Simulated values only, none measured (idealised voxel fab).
process module | voxel transistor to metal
cross-section cut | 210 nm wide | cells 5 nm
A cross-section is a grid of square cells, given in bands from the top down. A band is one or more rows of cells.
Each band's line starts with the height of the band's top and of its bottom, in nm. Then come its materials from left to right, each with its width in nm. One material with "throughout" fills the band from edge to edge. "air" is empty space.
Height 0 is the level under which the wafer as received is all one material. The lowest band goes on downwards, as in "0 down".
A width such as "30 to 40" changes by the same amount from each row of cells to the next, from the band's top row to its bottom row.
"no change" after a step means that no cell of the cross-section changed.
closed voids: empty space of 8 cells or more with no open way to the top, each as width x height at its distance from the left edge, in nm
after a step's settings: what the simulator itself notes on the step
overlay nm, on a step with a mask: how far to the right of its planned place the mask lay; to the left if negative
plan
1 op RECEIVE | material Si
2 op OXIDIZE | depth nm 5
3 op CONFORMAL_DEP | material SiN | thk nm 10
4 op DIRECTIONAL_DEP | material aC | thk nm 10
5 op PATTERN | tone cover | mask id ACTIVE | material resist | width nm 120 | thk nm 25 | overlay nm 0
6 op DIRECTIONAL_ETCH | etch materials aC | depth nm 10
7 op STRIP | etch materials resist
8 op DIRECTIONAL_ETCH | etch materials SiN | depth nm 10
9 op DIRECTIONAL_ETCH | etch materials SiO2 | depth nm 5
10 op DIRECTIONAL_ETCH | etch materials Si | depth nm 30
11 op STRIP | etch materials aC
12 op OXIDIZE | depth nm 5
13 op FILL_DEP | material SiO2 | thk nm 5
14 op CMP | height nm 10
15 op SELECTIVE_ETCH | etch materials SiO2 | depth nm 5
16 op STRIP | etch materials SiN
17 op SELECTIVE_ETCH | etch materials SiO2 | depth nm 5
18 op OXIDIZE | depth nm 5
19 op DIRECTIONAL_DEP | material polySi | thk nm 20
20 op DIRECTIONAL_DEP | material SiCN | thk nm 10
21 op DIRECTIONAL_DEP | material aC | thk nm 10
22 op PATTERN | tone cover | mask id GATE | material resist | width nm 30 | thk nm 30 | overlay nm 0
23 op DIRECTIONAL_ETCH | etch materials aC | depth nm 10
24 op STRIP | etch materials resist
25 op DIRECTIONAL_ETCH | etch materials SiCN | depth nm 20
26 op DIRECTIONAL_ETCH | etch materials polySi | depth nm 30
27 op STRIP | etch materials aC
28 op CONFORMAL_DEP | material SiO2 | thk nm 5
29 op DIRECTIONAL_ETCH | etch materials SiO2 | depth nm 5
30 op CONFORMAL_DEP | material SiN | thk nm 10
31 op DIRECTIONAL_ETCH | etch materials SiN | depth nm 10
32 op DIRECTIONAL_ETCH | etch materials SiO2 | depth nm 5
33 op DIRECTIONAL_ETCH | etch materials Si | depth nm 5
34 op EPI | material pSi | thk nm 10
35 op FILL_DEP | material SiO2 | thk nm 10
36 op CMP | height nm 15
37 op STRIP | etch materials polySi
38 op SELECTIVE_ETCH | etch materials SiO2 | depth nm 5
39 op CONFORMAL_DEP | material HfO2 | thk nm 5
40 op CONFORMAL_DEP | material TiN | thk nm 5
41 op FILL_DEP | material W | thk nm 10
42 op CMP | height nm 10
43 op DIRECTIONAL_DEP | material SiO2 | thk nm 15
44 op DIRECTIONAL_DEP | material aC | thk nm 15
45 op PATTERN | tone open | mask id CONTACT | material resist | width nm 15 | pitch nm 85 | thk nm 35 | overlay nm 0
46 op DIRECTIONAL_ETCH | etch materials aC | depth nm 15
47 op STRIP | etch materials resist
48 op DIRECTIONAL_ETCH | etch materials SiO2 | depth nm 25
49 op STRIP | etch materials aC
50 op CONFORMAL_DEP | material TiN | thk nm 5
51 op FILL_DEP | material W | thk nm 10
52 op CMP | height nm 25
53 op CONFORMAL_DEP | material SiN | thk nm 5
54 op DIRECTIONAL_DEP | material SiO2 | thk nm 20
55 op MASKED_ETCH | tone open | mask id METAL_1 | width nm 15 | pitch nm 85 | etch materials SiO2 | depth nm 20 | overlay nm 0
56 op MASKED_ETCH | tone open | mask id METAL_1 | width nm 15 | pitch nm 85 | etch materials SiN | depth nm 5 | overlay nm 0
57 op CONFORMAL_DEP | material TiN | thk nm 5
58 op FILL_DEP | material Cu | thk nm 10
59 op CMP | height nm 50
60 op CONFORMAL_DEP | material SiCN | thk nm 5
61 op DIRECTIONAL_DEP | material SiO2 | thk nm 25
62 op DIRECTIONAL_DEP | material aC | thk nm 10
63 op PATTERN | tone open | mask id METAL_2 | material resist | width nm 15 | pitch nm 85 | thk nm 30 | overlay nm 0
64 op DIRECTIONAL_ETCH | etch materials aC | depth nm 10
65 op STRIP | etch materials resist
66 op DIRECTIONAL_ETCH | etch materials SiO2 | depth nm 15
67 op STRIP | etch materials aC
68 op PATTERN | tone open | mask id METAL_2_HOLES | material resist | width nm 15 | pitch nm 85 | thk nm 15 | overlay nm 0
69 op DIRECTIONAL_ETCH | etch materials SiO2 | depth nm 10
70 op DIRECTIONAL_ETCH | etch materials SiCN | depth nm 5
71 op STRIP | etch materials resist
72 op CONFORMAL_DEP | material TiN | thk nm 5
73 op FILL_DEP | material Cu | thk nm 5
74 op CMP | height nm 80
75 op CONFORMAL_DEP | material SiN | thk nm 5
varied across the wafers: width nm of step 63. The plan shows the first wafer's value. All wafers start alike
first wafer as received, after step 1
  0 down: Si throughout
  closed voids: none
each wafer at the end: cells of each material gained (+) or lost (-) since it was received, then its closed voids
width nm 15 | +18 Cu | +14 HfO2 | -212 Si | +36 SiCN | +94 SiN | +644 SiO2 | +80 TiN | +16 W | +24 pSi | closed voids: none
width nm 20 | +22 Cu | +14 HfO2 | -212 Si | +36 SiCN | +94 SiN | +638 SiO2 | +82 TiN | +16 W | +24 pSi | closed voids: none
width nm 25 | +26 Cu | +14 HfO2 | -212 Si | +36 SiCN | +94 SiN | +632 SiO2 | +84 TiN | +16 W | +24 pSi | closed voids: none
width nm 30 | +30 Cu | +14 HfO2 | -212 Si | +36 SiCN | +94 SiN | +626 SiO2 | +86 TiN | +16 W | +24 pSi | closed voids: none
